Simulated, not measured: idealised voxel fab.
process module | voxel tone inversion
cross-section cut | 260 nm wide | cells 5 nm
A cross-section is a grid of square cells, given in bands from the top down. A band is one or more rows of cells.
Each band's line starts with the height of the band's top and of its bottom, in nm. Then come its materials from left to right, each with its width in nm. One material with "throughout" fills the band from edge to edge. "air" is empty space.
Height 0 is the level under which the wafer as received is all one material. The lowest band goes on downwards, as in "0 down".
A width such as "30 to 40" changes by the same amount from each row of cells to the next, from the band's top row to its bottom row.
"no change" after a step means that no cell of the cross-section changed.
closed voids: empty space of 8 cells or more with no open way to the top, each as width x height at its distance from the left edge, in nm
after a step's settings: what the simulator itself notes on the step
overlay nm, on a step with a mask: how far to the right of its planned place the mask lay; to the left if negative
plan
1 op RECEIVE | material Si
2 op CONFORMAL_DEP | material SiCN | thk nm 10
3 op DIRECTIONAL_DEP | material polySi | thk nm 25
4 op PATTERN | tone cover | mask id POSTS | material resist | width nm 15 | pitch nm 45 | thk nm 30 | overlay nm 0
5 op DIRECTIONAL_ETCH | etch materials polySi | depth nm 25
6 op STRIP | etch materials resist
7 op FILL_DEP | material lowk | thk nm 10
8 op CMP | height nm 35
9 op STRIP | etch materials polySi
varied across the wafers: width nm of step 4. The plan shows the first wafer's value. All wafers start alike
first wafer as received, after step 1
  0 down: Si throughout
  closed voids: none
first wafer at the end, after step 9
  35 to 10: lowk 55 | air 15 | lowk 30 | air 15 | lowk 30 | air 15 | lowk 30 | air 15 | lowk 55
  10 to 0: SiCN throughout
  0 down: Si throughout
  closed voids: none
last wafer at the end
  35 to 10: lowk 45 | air 30 | lowk 15 | air 30 | lowk 15 | air 30 | lowk 15 | air 30 | lowk 50
  10 to 0: SiCN throughout
  0 down: Si throughout
  closed voids: none
each wafer at the end: cells of each material gained (+) or lost (-) since it was received, then its closed voids
width nm 15 | +104 SiCN | +200 lowk | closed voids: none
width nm 20 | +104 SiCN | +180 lowk | closed voids: none
width nm 25 | +104 SiCN | +160 lowk | closed voids: none
width nm 30 | +104 SiCN | +140 lowk | closed voids: none
